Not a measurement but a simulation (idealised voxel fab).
The following process module bears the name voxel transistor to metal.
Square cell edge 5 nm, section width 265 nm, ID cut.
If you're reading a cross-section in this doc, picture square cells in a grid; it comes to you as bands, top ones listed first down to the bottom, and a band can be one or more rows of cells. This entry defines a band. It first specifies the height of the band's top and the height of its bottom in nm, and then specifies the band's materials from left to right, stating each material with its width in nm. The word "everywhere" identifies a single material that fills the band from edge to edge, while the word "air" identifies empty space. Convention: height 0 is the level below which the wafer, as received, is all one material. The lowest band does not terminate at the bottom but continues downward, represented as "z 0 and below". Width "30->40": first value at the band's top row of cells, second value at its bottom row, equal change from row to row. When a step is marked "nothing got changed", none of the cells in the cross-section changed during that step. Empty spaces without an open route to the top, at least 8 cells in extent, make up the entry "Fully sealed voids"; each is given as width x height at distance, where the distance is measured from the left edge, and all are in nm. Heads up: the bit after the settings on a step's line is the simulator's remark on that step. Steps that use a mask can have "overlay nm" on their line. It says how far the mask sat to the right of where it was meant to be. Negative means to the left.

**Process steps foreseen in the plan**
step 1: op RECEIVE | material Si
step 2: op OXIDIZE | depth nm 5
step 3: op CONFORMAL_DEP | material SiN | thk nm 10
step 4: op DIRECTIONAL_DEP | material aC | thk nm 15
step 5: op PATTERN | tone cover | mask id ACTIVE | material resist | width nm 95 | pitch nm 120 | thk nm 30 | overlay nm 0
step 6: op DIRECTIONAL_ETCH | etch materials aC | depth nm 15
step 7: op STRIP | etch materials resist
step 8: op DIRECTIONAL_ETCH | etch materials SiN | depth nm 10
step 9: op DIRECTIONAL_ETCH | etch materials SiO2 | depth nm 5
step 10: op DIRECTIONAL_ETCH | etch materials Si | depth nm 25
step 11: op STRIP | etch materials aC
step 12: op FILL_DEP | material SiO2 | thk nm 10
step 13: op CMP | height nm 10
step 14: op SELECTIVE_ETCH | etch materials SiO2 | depth nm 10
step 15: op STRIP | etch materials SiN
step 16: op SELECTIVE_ETCH | etch materials SiO2 | depth nm 5
step 17: op OXIDIZE | depth nm 5
step 18: op DIRECTIONAL_DEP | material polySi | thk nm 30
step 19: op DIRECTIONAL_DEP | material SiCN | thk nm 15
step 20: op PATTERN | tone cover | mask id GATE | material resist | width nm 25 | pitch nm 120 | thk nm 20 | overlay nm 0
step 21: op DIRECTIONAL_ETCH | etch materials SiCN | depth nm 25
step 22: op DIRECTIONAL_ETCH | etch materials polySi | depth nm 40
step 23: op STRIP | etch materials resist
step 24: op CONFORMAL_DEP | material SiN | thk nm 10
step 25: op DIRECTIONAL_ETCH | etch materials SiN | depth nm 10
step 26: op DIRECTIONAL_ETCH | etch materials SiO2 | depth nm 5
step 27: op DIRECTIONAL_ETCH | etch materials Si | depth nm 10
step 28: op EPI | material pSi | thk nm 15
step 29: op FILL_DEP | material SiO2 | thk nm 10
step 30: op CMP | height nm 40
step 31: op DIRECTIONAL_DEP | material SiO2 | thk nm 15
step 32: op PATTERN | tone open | mask id CONTACT | material resist | width nm 25 | pitch nm 60 | thk nm 15 | overlay nm -15
step 33: op DIRECTIONAL_ETCH | etch materials SiO2 | depth nm 60
step 34: op STRIP | etch materials resist
step 35: op CONFORMAL_DEP | material TiN | thk nm 5
step 36: op FILL_DEP | material W | thk nm 5
step 37: op CMP | height nm 55
step 38: op CONFORMAL_DEP | material SiN | thk nm 5
step 39: op DIRECTIONAL_DEP | material lowk | thk nm 20
step 40: op PATTERN | tone open | mask id METAL_1 | material resist | width nm 15 | thk nm 20 | overlay nm 0
step 41: op DIRECTIONAL_ETCH | etch materials lowk | depth nm 20
step 42: op DIRECTIONAL_ETCH | etch materials SiN | depth nm 5
step 43: op STRIP | etch materials resist
step 44: op CONFORMAL_DEP | material TiN | thk nm 5
step 45: op FILL_DEP | material W | thk nm 10
step 46: op CMP | height nm 80
step 47: op CONFORMAL_DEP | material SiCN | thk nm 5
step 48: op DIRECTIONAL_DEP | material SiO2 | thk nm 30
step 49: op MASKED_ETCH | tone open | mask id METAL_2 | width nm 15 | pitch nm 120 | etch materials SiO2 | depth nm 20 | overlay nm 0
step 50: op DIRECTIONAL_DEP | material aC | thk nm 10
step 51: op PATTERN | tone open | mask id METAL_2_HOLES | material resist | width nm 15 | pitch nm 120 | thk nm 30 | overlay nm 0
step 52: op DIRECTIONAL_ETCH | etch materials aC | depth nm 10
step 53: op STRIP | etch materials resist
step 54: op DIRECTIONAL_ETCH | etch materials SiO2 | depth nm 10
step 55: op DIRECTIONAL_ETCH | etch materials SiCN | depth nm 5
step 56: op STRIP | etch materials aC
step 57: op CONFORMAL_DEP | material TiN | thk nm 5
step 58: op FILL_DEP | material Cu | thk nm 10
step 59: op CMP | height nm 115
step 60: op CONFORMAL_DEP | material SiN | thk nm 5
The wafers are alike at the start. At step 32, their overlay nm differs. The plan lists the first wafer's value.

**Cut through the first of several wafers as received, post step 1**
z 0 and below | Si everywhere
Fully sealed voids: none

**Below, a row for every wafer. Read it as the end-of-module picture: for each material the wafer shows its cells gained (+) or lost (-) since it was received, and then its closed voids**
overlay nm -15 | +12 Cu | -206 Si | +77 SiCN | +166 SiN | +661 SiO2 | +160 TiN | +90 W | +164 lowk | +88 pSi | +60 polySi | Fully sealed voids: none
overlay nm -10 | +12 Cu | -206 Si | +77 SiCN | +166 SiN | +651 SiO2 | +174 TiN | +86 W | +164 lowk | +88 pSi | +60 polySi | Fully sealed voids: none
overlay nm -5 | +12 Cu | -206 Si | +77 SiCN | +166 SiN | +641 SiO2 | +174 TiN | +96 W | +164 lowk | +88 pSi | +60 polySi | Fully sealed voids: none
overlay nm 0 | +12 Cu | -206 Si | +77 SiCN | +166 SiN | +641 SiO2 | +174 TiN | +96 W | +164 lowk | +88 pSi | +60 polySi | Fully sealed voids: none
overlay nm 5 | +12 Cu | -206 Si | +77 SiCN | +166 SiN | +641 SiO2 | +174 TiN | +96 W | +164 lowk | +88 pSi | +60 polySi | Fully sealed voids: none
overlay nm 10 | +12 Cu | -206 Si | +77 SiCN | +166 SiN | +651 SiO2 | +174 TiN | +86 W | +164 lowk | +88 pSi | +60 polySi | Fully sealed voids: none
overlay nm 15 | +12 Cu | -206 Si | +77 SiCN | +166 SiN | +661 SiO2 | +160 TiN | +90 W | +164 lowk | +88 pSi | +60 polySi | Fully sealed voids: none
